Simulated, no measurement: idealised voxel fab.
Documented hereafter: the process module known as voxel ribs on slabs.
We display cut, a cross-section 295 nm in width whose square cells are each 5 nm.
Cross-sections here: square-cell grids, written as top-down lists of bands, a band being one or more rows of cells.
Band: top and bottom heights (nm) first, top before bottom; then materials from left to right, widths in nm. "edge to edge" marks a sole material filling the band edge to edge. "air" denotes empty space.
Basically, 0 is our baseline, since under it the wafer straight out of the box is all one material. The bottom band has no lower end and keeps on going down, so it looks like "0 down".
Think of "30..40" as a width that walks from the first number to the second as you go down the band, top row to bottom row, taking equal-sized steps from row to row.
A step reported as "no change" is a step in which no cell of the cross-section changed.
Enclosed voids (no open way to top), threshold 8 cells or more, entry "Internal closed voids", notation width x height at distance, distance from left edge, nm.
Heads up: the bit after the settings on a step's line is the simulator's remark on that step.
overlay nm: for a step with a mask, the amount by which the mask lay right of where it was planned; a negative amount means left of it.
-- plan
- 1: RECEIVE with material Si
- 2: DIRECTIONAL_DEP with material SiO2, thk nm 25
- 3: DIRECTIONAL_DEP with material SiN, thk nm 25
- 4: PATTERN with tone cover, mask id RIB, material resist, width nm 15, thk nm 15, overlay nm 0
- 5: DIRECTIONAL_ETCH with etch materials SiN, depth nm 5
- 6: STRIP with etch materials resist
- 7: MASKED_ETCH with tone cover, mask id SLAB, width nm 55, etch materials SiN, depth nm 20, overlay nm -15
- 8: FILL_DEP with material SiO2, thk nm 30
- 9: CMP with height nm 70
- 10: DIRECTIONAL_DEP with material TiN, thk nm 10
- 11: MASKED_ETCH with tone cover, mask id HEATER, width nm 25, etch materials TiN, depth nm 10, overlay nm 0
- 12: CONFORMAL_DEP with material SiO2, thk nm 5
The wafers in this document start out alike and differ in the overlay nm applied at step 7; the plan shows the value used for the first wafer.
-- The first of several wafers as received, shown in cross-section; this is its state after step 1
> 0 down  Si edge to edge
> Internal closed voids: none
-- Take a look at the first of several wafers in cross-section: the module is done, and step 12 was its last step
> 85 to 80  air 130 nm | SiO2 35 nm | air 130 nm
> 80 to 75  air 130 nm | SiO2 5 nm | TiN 25 nm | SiO2 5 nm | air 130 nm
> 75 to 70  SiO2 135 nm | TiN 25 nm | SiO2 135 nm
> 70 to 50  SiO2 edge to edge
> 50 to 45  SiO2 140 nm | SiN 15 nm | SiO2 140 nm
> 45 to 25  SiO2 105 nm | SiN 55 nm | SiO2 135 nm
> 25 to 0  SiO2 edge to edge
> 0 down  Si edge to edge
> Internal closed voids: none
-- End of module: cross-section, last of several wafers
> 85 to 80  air 130 nm | SiO2 35 nm | air 130 nm
> 80 to 75  air 130 nm | SiO2 5 nm | TiN 25 nm | SiO2 5 nm | air 130 nm
> 75 to 70  SiO2 135 nm | TiN 25 nm | SiO2 135 nm
> 70 to 50  SiO2 edge to edge
> 50 to 45  SiO2 140 nm | SiN 15 nm | SiO2 140 nm
> 45 to 25  SiO2 135 nm | SiN 55 nm | SiO2 105 nm
> 25 to 0  SiO2 edge to edge
> 0 down  Si edge to edge
> Internal closed voids: none
-- Every row in this table is a wafer at the end of the module, and it gives, for each of the materials, the cells that wafer has gained (+) or lost (-) since it was received, then its closed voids
overlay nm -15 | +47 SiN | +842 SiO2 | +10 TiN | Internal closed voids: none
overlay nm -10 | +47 SiN | +842 SiO2 | +10 TiN | Internal closed voids: none
overlay nm -5 | +47 SiN | +842 SiO2 | +10 TiN | Internal closed voids: none
overlay nm 0 | +47 SiN | +842 SiO2 | +10 TiN | Internal closed voids: none
overlay nm 5 | +47 SiN | +842 SiO2 | +10 TiN | Internal closed voids: none
overlay nm 10 | +47 SiN | +842 SiO2 | +10 TiN | Internal closed voids: none
overlay nm 15 | +47 SiN | +842 SiO2 | +10 TiN | Internal closed voids: none
